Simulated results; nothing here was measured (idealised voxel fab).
Proc. module: voxel released beams
Pictured: cross-section cut, 275 nm wide, on a grid of 5 nm square cells.
Cross-section format: a grid of square cells, given as bands from top to bottom; each band is one or more rows of cells. In this notation a band is specified by the heights of its top and bottom, in that order and in nm, after which its materials appear from left to right, each paired with its width in nm. The word "all across" attached to a single material means that material fills the band from edge to edge; the word "blank" stands for empty space. Heads up on the height convention: 0 is the point under which the incoming wafer is all one material, and the lowest band has no bottom, it just keeps going down, like "top 0, no bottom". A two-number width, for instance "30->40", indicates that the width is equal to the first number in the top row of the band and to the second number in the bottom row, and that it changes by a constant amount per row of cells. "everything unchanged", as given for a step, is the statement that not any cell of the cross-section underwent a change during that step. So "Fully sealed cavities" is basically the list of trapped voids: any empty space of 8 cells or more that can't reach the top through an opening. They're written width x height at distance, the distance being from the left edge, and it's all nm. Note: text after step settings on the step line = simulator remark on that step. overlay nm: how far to the right of its planned place the mask lay on this masked step (negative: to the left).
Plan
1. RECEIVE: material Si
2. CONFORMAL_DEP: material SiN, thk nm 5
3. DIRECTIONAL_DEP: material SiO2, thk nm 15
4. DIRECTIONAL_DEP: material aC, thk nm 15
5. PATTERN: tone open, mask id ANCHOR, material resist, width nm 35, thk nm 35, overlay nm 0
6. DIRECTIONAL_ETCH: etch materials aC, depth nm 15
7. STRIP: etch materials resist
8. DIRECTIONAL_ETCH: etch materials SiO2, depth nm 15
9. STRIP: etch materials aC
10. CONFORMAL_DEP: material W, thk nm 15
11. MASKED_ETCH: tone cover, mask id BEAM, width nm 90, etch materials W, depth nm 15, overlay nm 0
12. STRIP: etch materials SiO2
Below: the first of two wafers, run as planned
As received (post step 1): cross-section
    top 0, no bottom  Si all across
    Fully sealed cavities: none
The following cross-section depicts the wafer upon completion of step 2
    top 5, bottom 0  SiN all across
    At heights below 0, the structure remains unaltered.
The following cross-section depicts the wafer upon completion of step 3
    top 20, bottom 5  SiO2 all across
    At heights below 5, the structure remains unaltered.
The following cross-section depicts the wafer upon completion of step 4
    top 35, bottom 20  aC all across
    At heights below 20, the structure remains unaltered.
The following cross-section depicts the wafer upon completion of step 5
    top 70, bottom 35  resist 95 nm | blank 35 nm | resist 145 nm
    At heights below 35, the structure remains unaltered.
The following cross-section depicts the wafer upon completion of step 6
    top 55, bottom 35  resist 95 nm | blank 35 nm | resist 145 nm
    top 35, bottom 20  aC 95 nm | blank 35 nm | aC 145 nm
    At heights below 20, the structure remains unaltered.
The following cross-section depicts the wafer upon completion of step 7
    top 35, bottom 20  aC 95 nm | blank 35 nm | aC 145 nm
    At heights below 20, the structure remains unaltered.
The following cross-section depicts the wafer upon completion of step 8
    top 35, bottom 20  aC 95 nm | blank 35 nm | aC 145 nm
    top 20, bottom 5  SiO2 95 nm | blank 35 nm | SiO2 145 nm
    At heights below 5, the structure remains unaltered.
The following cross-section depicts the wafer upon completion of step 9
    top 20, bottom 5  SiO2 95 nm | blank 35 nm | SiO2 145 nm
    At heights below 5, the structure remains unaltered.
The following cross-section depicts the wafer upon completion of step 10
    top 35, bottom 20  W 110 nm | blank 5 nm | W 160 nm
    top 20, bottom 5  SiO2 95 nm | W 35 nm | SiO2 145 nm
    At heights below 5, the structure remains unaltered.
The following cross-section depicts the wafer upon completion of step 11
    top 35, bottom 20  blank 90 nm | W 20 nm | blank 5 nm | W 65 nm | blank 95 nm
    At heights below 20, the structure remains unaltered.
The following cross-section depicts the wafer upon completion of step 12
    top 35, bottom 20  blank 90 nm | W 20 nm | blank 5 nm | W 65 nm | blank 95 nm
    top 20, bottom 5  blank 95 nm | W 35 nm | blank 145 nm
    At heights below 5, the structure remains unaltered.
For the second wafer, take the first wafer's start and plan, then add one mistake made in running it; everything through step 1, that step included, is shared with the first
Cross-sectional representation of the second wafer at the time designated in the plan for the completion of step 2
    top 15, bottom 0  SiO2 all across
    At heights below 0, the structure remains unaltered.
Cross-sectional representation of the second wafer at the time designated in the plan for the completion of step 3
    top 20, bottom 15  SiN all across
    At heights below 15, the structure remains unaltered.
Cross-sectional representation of the second wafer at the time designated in the plan for the completion of step 4
    top 35, bottom 20  aC all across
    At heights below 20, the structure remains unaltered.
Cross-sectional representation of the second wafer at the time designated in the plan for the completion of step 5
    top 70, bottom 35  resist 95 nm | blank 35 nm | resist 145 nm
    At heights below 35, the structure remains unaltered.
Cross-sectional representation of the second wafer at the time designated in the plan for the completion of step 6
    top 55, bottom 35  resist 95 nm | blank 35 nm | resist 145 nm
    top 35, bottom 20  aC 95 nm | blank 35 nm | aC 145 nm
    At heights below 20, the structure remains unaltered.
Cross-sectional representation of the second wafer at the time designated in the plan for the completion of step 7
    top 35, bottom 20  aC 95 nm | blank 35 nm | aC 145 nm
    At heights below 20, the structure remains unaltered.
Cross-sectional representation of the second wafer at the time designated in the plan for the completion of step 8: everything unchanged
Cross-sectional representation of the second wafer at the time designated in the plan for the completion of step 9
    top 20, bottom 15  SiN all across
    At heights below 15, the structure remains unaltered.
Cross-sectional representation of the second wafer at the time designated in the plan for the completion of step 10
    top 35, bottom 20  W all across
    At heights below 20, the structure remains unaltered.
Cross-sectional representation of the second wafer at the time designated in the plan for the completion of step 11
    top 35, bottom 20  blank 90 nm | W 90 nm | blank 95 nm
    At heights below 20, the structure remains unaltered.
Cross-sectional representation of the second wafer at the time designated in the plan for the completion of step 12: everything unchanged
Finding, execution versus plan: step 3 occupied the plan position of step 2, and the converse holds as well
Wrapping up, a cell-based count of both wafers puts the second over or under the first for these materials: +165 SiO2; -18 W
